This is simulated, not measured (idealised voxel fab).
process module | voxel released beams
cross-section cut | 190 nm wide | cells 5 nm
A cross-section is a grid of square cells, given in bands from the top down. A band is one or more rows of cells.
Each band's line starts with the height of the band's top and of its bottom, in nm. Then come its materials from left to right, each with its width in nm. One material with "throughout" fills the band from edge to edge. "air" is empty space.
Height 0 is the level under which the wafer as received is all one material. The lowest band goes on downwards, as in "0 down".
A width such as "30 to 40" changes by the same amount from each row of cells to the next, from the band's top row to its bottom row.
"no change" after a step means that no cell of the cross-section changed.
closed voids: empty space of 8 cells or more with no open way to the top, each as width x height at its distance from the left edge, in nm
after a step's settings: what the simulator itself notes on the step
overlay nm, on a step with a mask: how far to the right of its planned place the mask lay; to the left if negative
plan
1 op RECEIVE | material Si
2 op CONFORMAL_DEP | material SiN | thk nm 5
3 op DIRECTIONAL_DEP | material SiO2 | thk nm 20
4 op PATTERN | tone open | mask id ANCHOR | material resist | width nm 35 | thk nm 15 | overlay nm 0
5 op DIRECTIONAL_ETCH | etch materials SiO2 | depth nm 20
6 op STRIP | etch materials resist
7 op CONFORMAL_DEP | material W | thk nm 10
8 op PATTERN | tone cover | mask id BEAM | material resist | width nm 120 | thk nm 15 | overlay nm 0
9 op DIRECTIONAL_ETCH | etch materials W | depth nm 10
10 op STRIP | etch materials resist
11 op STRIP | etch materials SiO2
first wafer, as planned
as received, after step 1
  0 down: Si throughout
  closed voids: none
after step 2
  5 to 0: SiN throughout
  below 0: unchanged
after step 3
  25 to 5: SiO2 throughout
  below 5: unchanged
after step 4
  40 to 25: resist 35 | air 35 | resist 120
  below 25: unchanged
after step 5
  40 to 25: resist 35 | air 35 | resist 120
  25 to 5: SiO2 35 | air 35 | SiO2 120
  below 5: unchanged
after step 6
  25 to 5: SiO2 35 | air 35 | SiO2 120
  below 5: unchanged
after step 7
  35 to 25: W 45 | air 15 | W 130
  25 to 15: SiO2 35 | W 10 | air 15 | W 10 | SiO2 120
  15 to 5: SiO2 35 | W 35 | SiO2 120
  below 5: unchanged
after step 8
  50 to 35: air 30 | resist 120 | air 40
  35 to 25: W 45 | resist 15 | W 130
  25 to 15: SiO2 35 | W 10 | resist 15 | W 10 | SiO2 120
  below 15: unchanged
after step 9
  50 to 35: air 30 | resist 120 | air 40
  35 to 25: air 30 | W 15 | resist 15 | W 90 | air 40
  below 25: unchanged
after step 10
  35 to 25: air 30 | W 15 | air 15 | W 90 | air 40
  25 to 15: SiO2 35 | W 10 | air 15 | W 10 | SiO2 120
  below 15: unchanged
after step 11
  35 to 25: air 30 | W 15 | air 15 | W 90 | air 40
  25 to 15: air 35 | W 10 | air 15 | W 10 | air 120
  15 to 5: air 35 | W 35 | air 120
  below 5: unchanged
second wafer: like start, like plan, one mistake. Through step 7 it matches the first wafer
when step 8 should have ended
  50 to 35: air 35 | resist 115 | air 40
  35 to 25: W 45 | resist 15 | W 130
  25 to 15: SiO2 35 | W 10 | resist 15 | W 10 | SiO2 120
  below 15: unchanged
when step 9 should have ended
  50 to 35: air 35 | resist 115 | air 40
  35 to 25: air 35 | W 10 | resist 15 | W 90 | air 40
  below 25: unchanged
when step 10 should have ended
  35 to 25: air 35 | W 10 | air 15 | W 90 | air 40
  25 to 15: SiO2 35 | W 10 | air 15 | W 10 | SiO2 120
  below 15: unchanged
when step 11 should have ended
  35 to 25: air 35 | W 10 | air 15 | W 90 | air 40
  25 to 15: air 35 | W 10 | air 15 | W 10 | air 120
  15 to 5: air 35 | W 35 | air 120
  below 5: unchanged
what went wrong: step 8 ran as: op PATTERN | tone cover | mask id BEAM | material resist | width nm 115 | thk nm 15 | overlay nm 0
at the end the second wafer has, in cells: 2 fewer of W
